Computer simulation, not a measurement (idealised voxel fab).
The process module presented herein is designated voxel fin reveal.
The width of the displayed cross-section, cut, is 200 nm; its cells are square, with a size of 5 nm.
A cross-section in this document is a grid of square cells, and it is written down as bands, the top band listed before the ones below it; a band is made up of one or more rows of cells. This entry defines a band. It first specifies the height of the band's top and the height of its bottom in nm, and then specifies the band's materials from left to right, stating each material with its width in nm. The word "full width" identifies a single material that fills the band from edge to edge, while the word "blank" identifies empty space. Where do heights start? At 0: under that level the wafer as delivered is made of one material only. And the lowest band has no floor; it just carries on downward, as in "top 0, no bottom". The expression "30..40" gives the width at the extremes of the band, the first number at its top row of cells and the second at its bottom row, with the width changing by equal amounts from each row to the next in between. For the purposes of this document, the phrase "all unchanged" attached to a step denotes that no cell within the cross-section was modified by that step. Reported under the label "Enclosed voids" are the empty spaces having no open way to the top and comprising 8 cells or more; the notation for each is width x height at distance, in which the distance is measured from the left edge and all three values are in nm. On a step's line, text after the settings is the simulator commenting on that step. overlay nm: for a step with a mask, the amount by which the mask lay right of where it was planned; a negative amount means left of it.

-- Steps planned for the process
| 1 | RECEIVE | material Si |
| 2 | CONFORMAL_DEP | material SiN | thk nm 5 |
| 3 | PATTERN | tone cover | mask id FINS | material resist | width nm 15 | pitch nm 45 | thk nm 20 | overlay nm 0 |
| 4 | DIRECTIONAL_ETCH | etch materials SiN | depth nm 5 |
| 5 | DIRECTIONAL_ETCH | etch materials Si | depth nm 40 |
| 6 | STRIP | etch materials resist |
| 7 | OXIDIZE | depth nm 5 |
| 8 | FILL_DEP | material SiO2 | thk nm 5 |
| 9 | CMP | height nm 5 |
| 10 | SELECTIVE_ETCH | etch materials SiO2 | depth nm 35 |
| 11 | STRIP | etch materials SiN |

-- So this is the incoming wafer in cross-section - it's already been through step 1
  top 0, no bottom  Si full width
  Enclosed voids: none

-- Wafer cross-section at module end: first of two, run to plan
  top 0, bottom -30  blank 50 nm; Si 5 nm; blank 40 nm; Si 5 nm; blank 40 nm; Si 5 nm; blank 55 nm
  top -30, bottom -45  SiO2 50 nm; Si 5 nm; SiO2 40 nm; Si 5 nm; SiO2 40 nm; Si 5 nm; SiO2 55 nm
  top -45, no bottom  Si full width
  Enclosed voids: none

-- Same start, same plan as the first wafer - but one mistake in the run. Cross-section of the second of the two at the end of the module
  top 5, bottom 0  blank 45 nm; SiN 15 nm; blank 30 nm; SiN 15 nm; blank 30 nm; SiN 15 nm; blank 50 nm
  top 0, bottom -30  blank 50 nm; Si 5 nm; blank 40 nm; Si 5 nm; blank 40 nm; Si 5 nm; blank 55 nm
  top -30, bottom -45  SiO2 50 nm; Si 5 nm; SiO2 40 nm; Si 5 nm; SiO2 40 nm; Si 5 nm; SiO2 55 nm
  top -45, no bottom  Si full width
  Enclosed voids: none
Where did the run depart from the plan? not run: step 11 of the plan (skipped)
Upon completion, the second wafer contains, in terms of cells, a greater or smaller amount of certain materials than the first wafer: 9 more of SiN
